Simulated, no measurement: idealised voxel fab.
Module name: voxel wiring stack (process module)
The cross-section on display is named cut; it measures 215 nm wide, and its cells are 5 nm squares.
A cross-section in this document is a grid of square cells, and it is written down as bands, the top band listed before the ones below it; a band is made up of one or more rows of cells. Band: top and bottom heights (nm) first, top before bottom; then materials from left to right, widths in nm. "all across" marks a sole material filling the band edge to edge. "blank" denotes empty space. The reference from which all heights are counted is 0, the level beneath which the as-received wafer is entirely one material; the lowest band, having no lower bound, proceeds downward and is written after the example "z 0 and below". Read "30..40" as a graded width: first number on top, second number at the bottom, same change between each pair of neighbouring rows. No cell of the cross-section changed in a step that is given as "same as before". "Closed empty spaces" means: voids of 8 cells or more that are shut off from the top with no open way through. Written width x height at distance, distance from the left edge, in nm. Read whatever lies past the settings on a step's line as the simulator's own remark about the step. When a step includes a mask, the "overlay nm" setting on its line states how far to the right of its planned place that mask lay, and negative values state how far to the left.

This section lists the process steps that were planned
step 1: RECEIVE with material Si
step 2: CONFORMAL_DEP with material SiO2, thk nm 15
step 3: DIRECTIONAL_DEP with material TiN, thk nm 5
step 4: DIRECTIONAL_DEP with material Ru, thk nm 25
step 5: PATTERN with tone cover, mask id METAL_1, material resist, width nm 25, pitch nm 45, thk nm 20, overlay nm 0
step 6: DIRECTIONAL_ETCH with etch materials Ru, depth nm 25
step 7: DIRECTIONAL_ETCH with etch materials TiN, depth nm 5
step 8: STRIP with etch materials resist
step 9: FILL_DEP with material lowk, thk nm 5
step 10: CMP with height nm 45
step 11: CONFORMAL_DEP with material SiCN, thk nm 5
step 12: DIRECTIONAL_DEP with material lowk, thk nm 20
step 13: PATTERN with tone open, mask id PLUG_1, material resist, width nm 15, pitch nm 45, thk nm 20, overlay nm 0
step 14: DIRECTIONAL_ETCH with etch materials lowk, depth nm 20
step 15: DIRECTIONAL_ETCH with etch materials SiCN, depth nm 5
step 16: STRIP with etch materials resist
step 17: EPI with material Ru, thk nm 10
step 18: EPI with material Ru, thk nm 10
step 19: EPI with material Ru, thk nm 5
step 20: DIRECTIONAL_DEP with material TiN, thk nm 5
step 21: DIRECTIONAL_DEP with material W, thk nm 15
step 22: PATTERN with tone cover, mask id METAL_2, material resist, width nm 25, pitch nm 45, thk nm 15, overlay nm 0
step 23: DIRECTIONAL_ETCH with etch materials W, depth nm 15
step 24: DIRECTIONAL_ETCH with etch materials TiN, depth nm 5
step 25: STRIP with etch materials resist
step 26: CONFORMAL_DEP with material SiN, thk nm 5
step 27: FILL_DEP with material SiO2, thk nm 5
step 28: CMP with height nm 90
step 29: CONFORMAL_DEP with material SiN, thk nm 5

Wafer at receipt (post step 1), cross-section
- z 0 and below = Si all across
- Closed empty spaces: none

The module was run from the start shown above using the plan shown above, but one mistake was made doing it; the resulting wafer cross-section is below
- z 95 to 90 = W all across
- z 90 to 75 = 45 nm SiO2 | 5 nm SiN | 25 nm W | 5 nm SiN | 10 nm SiO2 | 5 nm SiN | 25 nm W | 5 nm SiN | 10 nm SiO2 | 5 nm SiN | 25 nm W | 5 nm SiN | 45 nm SiO2
- z 75 to 70 = 50 nm SiN | 25 nm TiN | 20 nm SiN | 25 nm TiN | 20 nm SiN | 25 nm TiN | 50 nm SiN
- z 70 to 50 = 50 nm lowk | 15 nm Ru | 30 nm lowk | 15 nm Ru | 30 nm lowk | 15 nm Ru | 60 nm lowk
- z 50 to 45 = 50 nm SiCN | 15 nm Ru | 30 nm SiCN | 15 nm Ru | 30 nm SiCN | 15 nm Ru | 60 nm SiCN
- z 45 to 20 = 50 nm lowk | 25 nm Ru | 20 nm lowk | 25 nm Ru | 20 nm lowk | 25 nm Ru | 50 nm lowk
- z 20 to 15 = 50 nm lowk | 25 nm TiN | 20 nm lowk | 25 nm TiN | 20 nm lowk | 25 nm TiN | 50 nm lowk
- z 15 to 0 = SiO2 all across
- z 0 and below = Si all across
- Closed empty spaces: none
So what did we get wrong on this run? contrary to plan, step 29 was performed as CONFORMAL_DEP with material W, thk nm 5
